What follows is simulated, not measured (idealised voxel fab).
This section sets out a process module, namely voxel gate over fins.
For reference, the cross-section in this document is cut, with width 225 nm and square cells of 5 nm.
We lay out every cross-section as a grid of square cells and spell it out in bands from the top down, where one band means one or more rows of cells. The entry gives the band's vertical extent as a top height and a bottom height in nm, then its horizontal make-up as materials from left to right, each with a width in nm. "air" stands for empty space; a single material marked "all across" fills the band edge to edge. Basically, 0 is our baseline, since under it the wafer straight out of the box is all one material. The bottom band has no lower end and keeps on going down, so it looks like "0 nm and below". A two-number width, for instance "30->40", indicates that the width is equal to the first number in the top row of the band and to the second number in the bottom row, and that it changes by a constant amount per row of cells. "stayed the same" for a step: no cell of the cross-section changed in that step. Closed-off voids of 8+ cells (no open route to the top) go in "Trapped voids", written width x height at distance from the left edge, in nm. Formally, on a step line, whatever follows the settings is a remark that the simulator itself makes on the step. overlay nm: right-of-plan distance of the mask on a masked step; negative values mean left-of-plan.

Plan
1) RECEIVE, material Si
2) CONFORMAL_DEP, material SiN, thk nm 10
3) PATTERN, tone cover, mask id FINS, material resist, width nm 15, pitch nm 45, thk nm 15, overlay nm -15
4) DIRECTIONAL_ETCH, etch materials SiN, depth nm 10
5) DIRECTIONAL_ETCH, etch materials Si, depth nm 30
6) STRIP, etch materials resist
7) OXIDIZE, depth nm 5
8) FILL_DEP, material SiO2, thk nm 5
9) CMP, height nm 10
10) SELECTIVE_ETCH, etch materials SiO2, depth nm 25
11) STRIP, etch materials SiN
12) CONFORMAL_DEP, material HfO2, thk nm 5
13) CONFORMAL_DEP, material TiN, thk nm 5
14) CONFORMAL_DEP, material TiAl, thk nm 5
15) CONFORMAL_DEP, material TiN, thk nm 5
16) FILL_DEP, material W, thk nm 10
17) CMP, height nm 25
18) CONFORMAL_DEP, material SiCN, thk nm 5
Split variable: overlay nm, step 3. Plan value = first wafer. Wafers start alike.

First wafer as received, after step 1
- 0 nm and below  Si all across
- Trapped voids: none

Take a look at the first of several wafers in cross-section: the module is done, and step 18 was its last step
- 30 nm to 25 nm  SiCN all across
- 25 nm to 20 nm  W all across
- 20 nm to 15 nm  50 nm W | 90 nm TiN | 85 nm W
- 15 nm to 10 nm  50 nm W | 5 nm TiN | 35 nm TiAl | 10 nm TiN | 35 nm TiAl | 5 nm TiN | 85 nm W
- 10 nm to 5 nm  50 nm W | 5 nm TiN | 5 nm TiAl | 25 nm TiN | 5 nm TiAl | 10 nm TiN | 5 nm TiAl | 25 nm TiN | 5 nm TiAl | 5 nm TiN | 85 nm W
- 5 nm to 0 nm  55 nm TiN | 5 nm TiAl | 5 nm TiN | 15 nm HfO2 | 5 nm TiN | 5 nm TiAl | 10 nm TiN | 5 nm TiAl | 5 nm TiN | 15 nm HfO2 | 5 nm TiN | 5 nm TiAl | 90 nm TiN
- 0 nm to -5 nm  60 nm TiAl | 5 nm TiN | 5 nm HfO2 | 5 nm Si | 5 nm HfO2 | 5 nm TiN | 20 nm TiAl | 5 nm TiN | 5 nm HfO2 | 5 nm Si | 5 nm HfO2 | 5 nm TiN | 95 nm TiAl
- -5 nm to -10 nm  65 nm TiN | 5 nm HfO2 | 5 nm Si | 5 nm HfO2 | 30 nm TiN | 5 nm HfO2 | 5 nm Si | 5 nm HfO2 | 100 nm TiN
- -10 nm to -15 nm  70 nm HfO2 | 5 nm Si | 40 nm HfO2 | 5 nm Si | 105 nm HfO2
- -15 nm to -35 nm  70 nm SiO2 | 5 nm Si | 40 nm SiO2 | 5 nm Si | 105 nm SiO2
- -35 nm and below  Si all across
- Trapped voids: none

Final wafer cross-section at module end
- 30 nm to 25 nm  SiCN all across
- 25 nm to 20 nm  W all across
- 20 nm to 15 nm  80 nm W | 90 nm TiN | 55 nm W
- 15 nm to 10 nm  80 nm W | 5 nm TiN | 35 nm TiAl | 10 nm TiN | 35 nm TiAl | 5 nm TiN | 55 nm W
- 10 nm to 5 nm  80 nm W | 5 nm TiN | 5 nm TiAl | 25 nm TiN | 5 nm TiAl | 10 nm TiN | 5 nm TiAl | 25 nm TiN | 5 nm TiAl | 5 nm TiN | 55 nm W
- 5 nm to 0 nm  85 nm TiN | 5 nm TiAl | 5 nm TiN | 15 nm HfO2 | 5 nm TiN | 5 nm TiAl | 10 nm TiN | 5 nm TiAl | 5 nm TiN | 15 nm HfO2 | 5 nm TiN | 5 nm TiAl | 60 nm TiN
- 0 nm to -5 nm  90 nm TiAl | 5 nm TiN | 5 nm HfO2 | 5 nm Si | 5 nm HfO2 | 5 nm TiN | 20 nm TiAl | 5 nm TiN | 5 nm HfO2 | 5 nm Si | 5 nm HfO2 | 5 nm TiN | 65 nm TiAl
- -5 nm to -10 nm  95 nm TiN | 5 nm HfO2 | 5 nm Si | 5 nm HfO2 | 30 nm TiN | 5 nm HfO2 | 5 nm Si | 5 nm HfO2 | 70 nm TiN
- -10 nm to -15 nm  100 nm HfO2 | 5 nm Si | 40 nm HfO2 | 5 nm Si | 75 nm HfO2
- -15 nm to -35 nm  100 nm SiO2 | 5 nm Si | 40 nm SiO2 | 5 nm Si | 75 nm SiO2
- -35 nm and below  Si all across
- Trapped voids: none

Quick key for the table: a row per wafer, taken at the end of the module. For each material it tells you how many cells the wafer gained (+) or lost (-) since it came in, and the closed voids come after
overlay nm -15, +57 HfO2, -301 Si, +45 SiCN, +172 SiO2, +57 TiAl, +114 TiN, +126 W, Trapped voids: none
overlay nm -10, +57 HfO2, -301 Si, +45 SiCN, +172 SiO2, +57 TiAl, +114 TiN, +126 W, Trapped voids: none
overlay nm -5, +57 HfO2, -301 Si, +45 SiCN, +172 SiO2, +57 TiAl, +114 TiN, +126 W, Trapped voids: none
overlay nm 0, +57 HfO2, -301 Si, +45 SiCN, +172 SiO2, +57 TiAl, +114 TiN, +126 W, Trapped voids: none
overlay nm 5, +57 HfO2, -301 Si, +45 SiCN, +172 SiO2, +57 TiAl, +114 TiN, +126 W, Trapped voids: none
overlay nm 10, +57 HfO2, -301 Si, +45 SiCN, +172 SiO2, +57 TiAl, +114 TiN, +126 W, Trapped voids: none
overlay nm 15, +57 HfO2, -301 Si, +45 SiCN, +172 SiO2, +57 TiAl, +114 TiN, +126 W, Trapped voids: none
